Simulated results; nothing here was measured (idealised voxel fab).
process module | voxel transistor to metal
cross-section cut | 300 nm wide | cells 5 nm
A cross-section is a grid of square cells, given in bands from the top down. A band is one or more rows of cells.
Each band's line starts with the height of the band's top and of its bottom, in nm. Then come its materials from left to right, each with its width in nm. One material with "throughout" fills the band from edge to edge. "air" is empty space.
Height 0 is the level under which the wafer as received is all one material. The lowest band goes on downwards, as in "0 down".
A width such as "30 to 40" changes by the same amount from each row of cells to the next, from the band's top row to its bottom row.
"no change" after a step means that no cell of the cross-section changed.
closed voids: empty space of 8 cells or more with no open way to the top, each as width x height at its distance from the left edge, in nm
after a step's settings: what the simulator itself notes on the step
overlay nm, on a step with a mask: how far to the right of its planned place the mask lay; to the left if negative
plan
1 op RECEIVE | material Si
2 op OXIDIZE | depth nm 5
3 op CONFORMAL_DEP | material SiN | thk nm 10
4 op MASKED_ETCH | tone cover | mask id ACTIVE | width nm 110 | pitch nm 130 | etch materials SiN | depth nm 10 | overlay nm 0
5 op MASKED_ETCH | tone cover | mask id ACTIVE | width nm 110 | pitch nm 130 | etch materials SiO2 | depth nm 5 | overlay nm 0
6 op MASKED_ETCH | tone cover | mask id ACTIVE | width nm 110 | pitch nm 130 | etch materials Si | depth nm 20 | overlay nm 0
7 op FILL_DEP | material SiO2 | thk nm 5
8 op CMP | height nm 10
9 op SELECTIVE_ETCH | etch materials SiO2 | depth nm 10
10 op STRIP | etch materials SiN
11 op SELECTIVE_ETCH | etch materials SiO2 | depth nm 5
12 op OXIDIZE | depth nm 5
13 op DIRECTIONAL_DEP | material polySi | thk nm 20
14 op DIRECTIONAL_DEP | material SiCN | thk nm 10
15 op DIRECTIONAL_DEP | material aC | thk nm 15
16 op PATTERN | tone cover | mask id GATE | material resist | width nm 30 | pitch nm 130 | thk nm 30 | overlay nm 0
17 op DIRECTIONAL_ETCH | etch materials aC | depth nm 15
18 op STRIP | etch materials resist
19 op DIRECTIONAL_ETCH | etch materials SiCN | depth nm 20
20 op DIRECTIONAL_ETCH | etch materials polySi | depth nm 30
21 op STRIP | etch materials aC
22 op CONFORMAL_DEP | material SiO2 | thk nm 5
23 op DIRECTIONAL_ETCH | etch materials SiO2 | depth nm 5
24 op CONFORMAL_DEP | material SiN | thk nm 5
25 op DIRECTIONAL_ETCH | etch materials SiN | depth nm 5
26 op DIRECTIONAL_ETCH | etch materials SiO2 | depth nm 5
27 op DIRECTIONAL_ETCH | etch materials Si | depth nm 15
28 op EPI | material SiGe | thk nm 15
29 op FILL_DEP | material SiO2 | thk nm 10
30 op CMP | height nm 15
31 op STRIP | etch materials polySi
32 op SELECTIVE_ETCH | etch materials SiO2 | depth nm 5
33 op CONFORMAL_DEP | material HfO2 | thk nm 5
34 op CONFORMAL_DEP | material TiN | thk nm 5
35 op FILL_DEP | material W | thk nm 10
36 op CMP | height nm 10
37 op DIRECTIONAL_DEP | material SiO2 | thk nm 10
38 op MASKED_ETCH | tone open | mask id CONTACT | width nm 15 | etch materials SiO2 | depth nm 30 | overlay nm 0
39 op CONFORMAL_DEP | material TiN | thk nm 5
40 op FILL_DEP | material W | thk nm 5
41 op CMP | height nm 20
42 op CONFORMAL_DEP | material SiCN | thk nm 5
43 op DIRECTIONAL_DEP | material SiO2 | thk nm 15
44 op DIRECTIONAL_DEP | material aC | thk nm 15
45 op PATTERN | tone open | mask id METAL_1 | material resist | width nm 15 | thk nm 35 | overlay nm 0
46 op DIRECTIONAL_ETCH | etch materials aC | depth nm 15
47 op STRIP | etch materials resist
48 op DIRECTIONAL_ETCH | etch materials SiO2 | depth nm 15
49 op DIRECTIONAL_ETCH | etch materials SiCN | depth nm 5
50 op STRIP | etch materials aC
51 op CONFORMAL_DEP | material TiN | thk nm 5
52 op FILL_DEP | material W | thk nm 10
53 op CMP | height nm 40
54 op CONFORMAL_DEP | material SiN | thk nm 5
as received, after step 1
  0 down: Si throughout
  closed voids: none
first wafer at the end, as planned
  45 to 40: SiN throughout
  40 to 25: SiO2 40 | TiN 5 | W 5 | TiN 5 | SiO2 60 | TiN 5 | W 5 | TiN 5 | SiO2 40 | TiN 5 | W 5 | TiN 5 | SiO2 60 | TiN 5 | W 5 | TiN 5 | SiO2 40
  25 to 20: SiCN 40 | TiN 15 | SiCN 60 | TiN 15 | SiCN 40 | TiN 15 | SiCN 60 | TiN 15 | SiCN 40
  20 to 10: SiO2 40 | TiN 5 | W 5 | TiN 5 | SiO2 60 | TiN 5 | W 5 | TiN 5 | SiO2 40 | TiN 5 | W 5 | TiN 5 | SiO2 60 | TiN 5 | W 5 | TiN 5 | SiO2 40
  10 to 5: SiO2 40 | TiN 15 | SiO2 5 | SiN 5 | HfO2 5 | TiN 5 | W 20 | TiN 5 | HfO2 5 | SiN 5 | SiO2 5 | TiN 15 | SiO2 40 | TiN 15 | SiO2 5 | SiN 5 | HfO2 5 | TiN 5 | W 20 | TiN 5 | HfO2 5 | SiN 5 | SiO2 5 | TiN 15 | SiO2 40
  5 to 0: SiO2 40 | TiN 5 | SiGe 15 | SiN 5 | HfO2 5 | TiN 5 | W 20 | TiN 5 | HfO2 5 | SiN 5 | SiGe 15 | TiN 5 | SiO2 40 | TiN 5 | SiGe 15 | SiN 5 | HfO2 5 | TiN 5 | W 20 | TiN 5 | HfO2 5 | SiN 5 | SiGe 15 | TiN 5 | SiO2 40
  0 to -5: SiO2 40 | TiN 5 | SiGe 15 | SiN 5 | HfO2 5 | TiN 30 | HfO2 5 | SiN 5 | SiGe 15 | TiN 5 | SiO2 40 | TiN 5 | SiGe 15 | SiN 5 | HfO2 5 | TiN 30 | HfO2 5 | SiN 5 | SiGe 15 | TiN 5 | SiO2 40
  -5 to -10: SiO2 40 | TiN 5 | SiGe 15 | SiO2 5 | HfO2 40 | SiO2 5 | SiGe 15 | TiN 5 | SiO2 40 | TiN 5 | SiGe 15 | SiO2 5 | HfO2 40 | SiO2 5 | SiGe 15 | TiN 5 | SiO2 40
  -10 to -25: SiO2 30 | SiGe 30 | Si 50 | SiGe 30 | SiO2 20 | SiGe 30 | Si 50 | SiGe 30 | SiO2 30
  -25 down: Si throughout
  closed voids: none
second wafer at the end: like start, like plan, one mistake
  45 to 40: W throughout
  40 to 25: SiO2 40 | TiN 5 | W 5 | TiN 5 | SiO2 60 | TiN 5 | W 5 | TiN 5 | SiO2 40 | TiN 5 | W 5 | TiN 5 | SiO2 60 | TiN 5 | W 5 | TiN 5 | SiO2 40
  25 to 20: SiCN 40 | TiN 15 | SiCN 60 | TiN 15 | SiCN 40 | TiN 15 | SiCN 60 | TiN 15 | SiCN 40
  20 to 10: SiO2 40 | TiN 5 | W 5 | TiN 5 | SiO2 60 | TiN 5 | W 5 | TiN 5 | SiO2 40 | TiN 5 | W 5 | TiN 5 | SiO2 60 | TiN 5 | W 5 | TiN 5 | SiO2 40
  10 to 5: SiO2 40 | TiN 15 | SiO2 5 | SiN 5 | HfO2 5 | TiN 5 | W 20 | TiN 5 | HfO2 5 | SiN 5 | SiO2 5 | TiN 15 | SiO2 40 | TiN 15 | SiO2 5 | SiN 5 | HfO2 5 | TiN 5 | W 20 | TiN 5 | HfO2 5 | SiN 5 | SiO2 5 | TiN 15 | SiO2 40
  5 to 0: SiO2 40 | TiN 5 | SiGe 15 | SiN 5 | HfO2 5 | TiN 5 | W 20 | TiN 5 | HfO2 5 | SiN 5 | SiGe 15 | TiN 5 | SiO2 40 | TiN 5 | SiGe 15 | SiN 5 | HfO2 5 | TiN 5 | W 20 | TiN 5 | HfO2 5 | SiN 5 | SiGe 15 | TiN 5 | SiO2 40
  0 to -5: SiO2 40 | TiN 5 | SiGe 15 | SiN 5 | HfO2 5 | TiN 30 | HfO2 5 | SiN 5 | SiGe 15 | TiN 5 | SiO2 40 | TiN 5 | SiGe 15 | SiN 5 | HfO2 5 | TiN 30 | HfO2 5 | SiN 5 | SiGe 15 | TiN 5 | SiO2 40
  -5 to -10: SiO2 40 | TiN 5 | SiGe 15 | SiO2 5 | HfO2 40 | SiO2 5 | SiGe 15 | TiN 5 | SiO2 40 | TiN 5 | SiGe 15 | SiO2 5 | HfO2 40 | SiO2 5 | SiGe 15 | TiN 5 | SiO2 40
  -10 to -25: SiO2 30 | SiGe 30 | Si 50 | SiGe 30 | SiO2 20 | SiGe 30 | Si 50 | SiGe 30 | SiO2 30
  -25 down: Si throughout
  closed voids: none
what went wrong: step 54 ran as: op CONFORMAL_DEP | material W | thk nm 5
at the end the second wafer has, in cells: 60 fewer of SiN | 60 more of W
